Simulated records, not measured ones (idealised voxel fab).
This section sets out a process module, namely voxel transistor to metal.
Section shown: cut. Width: 280 nm. Cell size: 5 nm, square.
Cross-section layout: square cells on a grid; listed as bands, top to bottom; a band spans one or more cell rows. In this notation a band is specified by the heights of its top and bottom, in that order and in nm, after which its materials appear from left to right, each paired with its width in nm. The word "full width" attached to a single material means that material fills the band from edge to edge; the word "blank" stands for empty space. Zero point of the height axis is 0; under it, received wafer = one material. Lowest band: continues down indefinitely, "z 0 and below". A width such as "30 to 40" changes by the same amount from each row of cells to the next, from the band's top row to its bottom row. Step note "nothing changed" = no cross-section cell changed. "Non-vented voids" contains a list of empty spaces, each no smaller than 8 cells and without an open way to the top, written in the form width x height at distance with the distance from the left edge and all three in nm. Step line, after settings: the simulator's comment on this step. overlay nm: on a step with a mask, how far right of its planned place the mask lay; negative means left.
**This section lists the process steps that were planned**
1: RECEIVE (material Si)
2: OXIDIZE (depth nm 5)
3: CONFORMAL_DEP (material SiN; thk nm 10)
4: MASKED_ETCH (tone cover; mask id ACTIVE; width nm 110; pitch nm 130; etch materials SiN; depth nm 10; overlay nm 0)
5: MASKED_ETCH (tone cover; mask id ACTIVE; width nm 110; pitch nm 130; etch materials SiO2; depth nm 5; overlay nm 0)
6: MASKED_ETCH (tone cover; mask id ACTIVE; width nm 110; pitch nm 130; etch materials Si; depth nm 35; overlay nm 0)
7: FILL_DEP (material SiO2; thk nm 5)
8: CMP (height nm 10)
9: SELECTIVE_ETCH (etch materials SiO2; depth nm 5)
10: STRIP (etch materials SiN)
11: SELECTIVE_ETCH (etch materials SiO2; depth nm 5)
12: OXIDIZE (depth nm 5)
13: DIRECTIONAL_DEP (material polySi; thk nm 20)
14: DIRECTIONAL_DEP (material SiCN; thk nm 15)
15: DIRECTIONAL_DEP (material aC; thk nm 10)
16: PATTERN (tone cover; mask id GATE; material resist; width nm 20; pitch nm 130; thk nm 30; overlay nm 0)
17: DIRECTIONAL_ETCH (etch materials aC; depth nm 10)
18: STRIP (etch materials resist)
19: DIRECTIONAL_ETCH (etch materials SiCN; depth nm 25)
20: DIRECTIONAL_ETCH (etch materials polySi; depth nm 30)
21: STRIP (etch materials aC)
22: CONFORMAL_DEP (material SiO2; thk nm 5)
23: DIRECTIONAL_ETCH (etch materials SiO2; depth nm 5)
24: CONFORMAL_DEP (material SiN; thk nm 5)
25: DIRECTIONAL_ETCH (etch materials SiN; depth nm 5)
26: DIRECTIONAL_ETCH (etch materials SiO2; depth nm 5)
27: DIRECTIONAL_ETCH (etch materials Si; depth nm 15)
28: EPI (material SiGe; thk nm 15)
29: FILL_DEP (material SiO2; thk nm 10)
30: CMP (height nm 30)
31: DIRECTIONAL_DEP (material SiO2; thk nm 15)
32: MASKED_ETCH (tone open; mask id CONTACT; width nm 15; etch materials SiO2; depth nm 40; overlay nm 0)
33: CONFORMAL_DEP (material TiN; thk nm 5)
34: FILL_DEP (material Ru; thk nm 5)
35: CMP (height nm 45)
36: CONFORMAL_DEP (material SiN; thk nm 5)
37: DIRECTIONAL_DEP (material lowk; thk nm 15)
38: PATTERN (tone open; mask id METAL_1; material resist; width nm 15; thk nm 15; overlay nm 0)
39: DIRECTIONAL_ETCH (etch materials lowk; depth nm 15)
40: DIRECTIONAL_ETCH (etch materials SiN; depth nm 5)
41: STRIP (etch materials resist)
42: CONFORMAL_DEP (material TiN; thk nm 5)
43: FILL_DEP (material W; thk nm 5)
44: CMP (height nm 65)
45: EPI (material Ru; thk nm 5)
46: FILL_DEP (material SiCN; thk nm 5)
**Cross-sectional view of the wafer in its as-received condition, corresponding to the state after step 1**
    z 0 and below  Si full width
    Non-vented voids: none
**Module complete - cross-section of the first of two wafers, run according to plan**
    z 75 to 70  SiCN full width
    z 70 to 65  25 of SiCN, then 25 of Ru, then 50 of SiCN, then 25 of Ru, then 30 of SiCN, then 25 of Ru, then 50 of SiCN, then 25 of Ru, then 25 of SiCN
    z 65 to 50  30 of lowk, then 5 of TiN, then 5 of W, then 5 of TiN, then 60 of lowk, then 5 of TiN, then 5 of W, then 5 of TiN, then 40 of lowk, then 5 of TiN, then 5 of W, then 5 of TiN, then 60 of lowk, then 5 of TiN, then 5 of W, then 5 of TiN, then 30 of lowk
    z 50 to 45  30 of SiN, then 15 of TiN, then 60 of SiN, then 15 of TiN, then 40 of SiN, then 15 of TiN, then 60 of SiN, then 15 of TiN, then 30 of SiN
    z 45 to 30  30 of SiO2, then 5 of TiN, then 5 of Ru, then 5 of TiN, then 60 of SiO2, then 5 of TiN, then 5 of Ru, then 5 of TiN, then 40 of SiO2, then 5 of TiN, then 5 of Ru, then 5 of TiN, then 60 of SiO2, then 5 of TiN, then 5 of Ru, then 5 of TiN, then 30 of SiO2
    z 30 to 15  30 of SiO2, then 5 of TiN, then 5 of Ru, then 5 of TiN, then 10 of SiO2, then 5 of SiN, then 5 of SiO2, then 20 of SiCN, then 5 of SiO2, then 5 of SiN, then 10 of SiO2, then 5 of TiN, then 5 of Ru, then 5 of TiN, then 40 of SiO2, then 5 of TiN, then 5 of Ru, then 5 of TiN, then 10 of SiO2, then 5 of SiN, then 5 of SiO2, then 20 of SiCN, then 5 of SiO2, then 5 of SiN, then 10 of SiO2, then 5 of TiN, then 5 of Ru, then 5 of TiN, then 30 of SiO2
    z 15 to 10  30 of SiO2, then 5 of TiN, then 5 of Ru, then 5 of TiN, then 10 of SiO2, then 5 of SiN, then 5 of SiO2, then 20 of polySi, then 5 of SiO2, then 5 of SiN, then 10 of SiO2, then 5 of TiN, then 5 of Ru, then 5 of TiN, then 40 of SiO2, then 5 of TiN, then 5 of Ru, then 5 of TiN, then 10 of SiO2, then 5 of SiN, then 5 of SiO2, then 20 of polySi, then 5 of SiO2, then 5 of SiN, then 10 of SiO2, then 5 of TiN, then 5 of Ru, then 5 of TiN, then 30 of SiO2
    z 10 to 5  30 of SiO2, then 15 of TiN, then 10 of SiO2, then 5 of SiN, then 5 of SiO2, then 20 of polySi, then 5 of SiO2, then 5 of SiN, then 10 of SiO2, then 15 of TiN, then 40 of SiO2, then 15 of TiN, then 10 of SiO2, then 5 of SiN, then 5 of SiO2, then 20 of polySi, then 5 of SiO2, then 5 of SiN, then 10 of SiO2, then 15 of TiN, then 30 of SiO2
    z 5 to 0  20 of SiO2, then 35 of SiGe, then 5 of SiN, then 5 of SiO2, then 20 of polySi, then 5 of SiO2, then 5 of SiN, then 35 of SiGe, then 20 of SiO2, then 35 of SiGe, then 5 of SiN, then 5 of SiO2, then 20 of polySi, then 5 of SiO2, then 5 of SiN, then 35 of SiGe, then 20 of SiO2
    z 0 to -5  20 of SiO2, then 5 of SiN, then 30 of SiGe, then 5 of SiN, then 5 of SiO2, then 20 of polySi, then 5 of SiO2, then 5 of SiN, then 30 of SiGe, then 5 of SiN, then 20 of SiO2, then 5 of SiN, then 30 of SiGe, then 5 of SiN, then 5 of SiO2, then 20 of polySi, then 5 of SiO2, then 5 of SiN, then 30 of SiGe, then 5 of SiN, then 20 of SiO2
    z -5 to -10  25 of SiO2, then 30 of SiGe, then 40 of SiO2, then 30 of SiGe, then 30 of SiO2, then 30 of SiGe, then 40 of SiO2, then 30 of SiGe, then 25 of SiO2
    z -10 to -25  20 of SiO2, then 5 of Si, then 30 of SiGe, then 40 of Si, then 30 of SiGe, then 5 of Si, then 20 of SiO2, then 5 of Si, then 30 of SiGe, then 40 of Si, then 30 of SiGe, then 5 of Si, then 20 of SiO2
    z -25 to -40  20 of SiO2, then 110 of Si, then 20 of SiO2, then 110 of Si, then 20 of SiO2
    z -40 and below  Si full width
    Non-vented voids: none
**Wafer two, end of module, cross-section. Same start, same plan as wafer one. One mistake in the run**
    z 75 to 70  SiCN full width
    z 70 to 65  25 of SiCN, then 25 of Ru, then 50 of SiCN, then 25 of Ru, then 30 of SiCN, then 25 of Ru, then 50 of SiCN, then 25 of Ru, then 25 of SiCN
    z 65 to 50  30 of lowk, then 5 of TiN, then 5 of W, then 5 of TiN, then 60 of lowk, then 5 of TiN, then 5 of W, then 5 of TiN, then 40 of lowk, then 5 of TiN, then 5 of W, then 5 of TiN, then 60 of lowk, then 5 of TiN, then 5 of W, then 5 of TiN, then 30 of lowk
    z 50 to 45  30 of SiN, then 15 of TiN, then 60 of SiN, then 15 of TiN, then 40 of SiN, then 15 of TiN, then 60 of SiN, then 15 of TiN, then 30 of SiN
    z 45 to 30  30 of SiO2, then 5 of TiN, then 5 of Ru, then 5 of TiN, then 60 of SiO2, then 5 of TiN, then 5 of Ru, then 5 of TiN, then 40 of SiO2, then 5 of TiN, then 5 of Ru, then 5 of TiN, then 60 of SiO2, then 5 of TiN, then 5 of Ru, then 5 of TiN, then 30 of SiO2
    z 30 to 15  30 of SiO2, then 5 of TiN, then 5 of Ru, then 5 of TiN, then 20 of SiO2, then 20 of SiCN, then 20 of SiO2, then 5 of TiN, then 5 of Ru, then 5 of TiN, then 40 of SiO2, then 5 of TiN, then 5 of Ru, then 5 of TiN, then 20 of SiO2, then 20 of SiCN, then 20 of SiO2, then 5 of TiN, then 5 of Ru, then 5 of TiN, then 30 of SiO2
    z 15 to 10  30 of SiO2, then 5 of TiN, then 5 of Ru, then 5 of TiN, then 20 of SiO2, then 20 of polySi, then 20 of SiO2, then 5 of TiN, then 5 of Ru, then 5 of TiN, then 40 of SiO2, then 5 of TiN, then 5 of Ru, then 5 of TiN, then 20 of SiO2, then 20 of polySi, then 20 of SiO2, then 5 of TiN, then 5 of Ru, then 5 of TiN, then 30 of SiO2
    z 10 to 5  30 of SiO2, then 15 of TiN, then 20 of SiO2, then 20 of polySi, then 20 of SiO2, then 15 of TiN, then 40 of SiO2, then 15 of TiN, then 20 of SiO2, then 20 of polySi, then 20 of SiO2, then 15 of TiN, then 30 of SiO2
    z 5 to -5  45 of SiO2, then 15 of SiGe, then 5 of SiO2, then 20 of polySi, then 5 of SiO2, then 15 of SiGe, then 70 of SiO2, then 15 of SiGe, then 5 of SiO2, then 20 of polySi, then 5 of SiO2, then 15 of SiGe, then 45 of SiO2
    z -5 to -10  45 of SiO2, then 15 of SiGe, then 30 of SiO2, then 15 of SiGe, then 70 of SiO2, then 15 of SiGe, then 30 of SiO2, then 15 of SiGe, then 45 of SiO2
    z -10 to -25  20 of SiO2, then 40 of SiGe, then 30 of Si, then 40 of SiGe, then 20 of SiO2, then 40 of SiGe, then 30 of Si, then 40 of SiGe, then 20 of SiO2
    z -25 to -40  20 of SiO2, then 110 of Si, then 20 of SiO2, then 110 of Si, then 20 of SiO2
    z -40 and below  Si full width
    Non-vented voids: none
Here's what went sideways: step 24 of the plan was omitted and not executed
Counted in cells at the end, the second wafer holds more or fewer of these materials than the first: 24 fewer of Si, 16 fewer of SiGe, 32 fewer of SiN, 72 more of SiO2
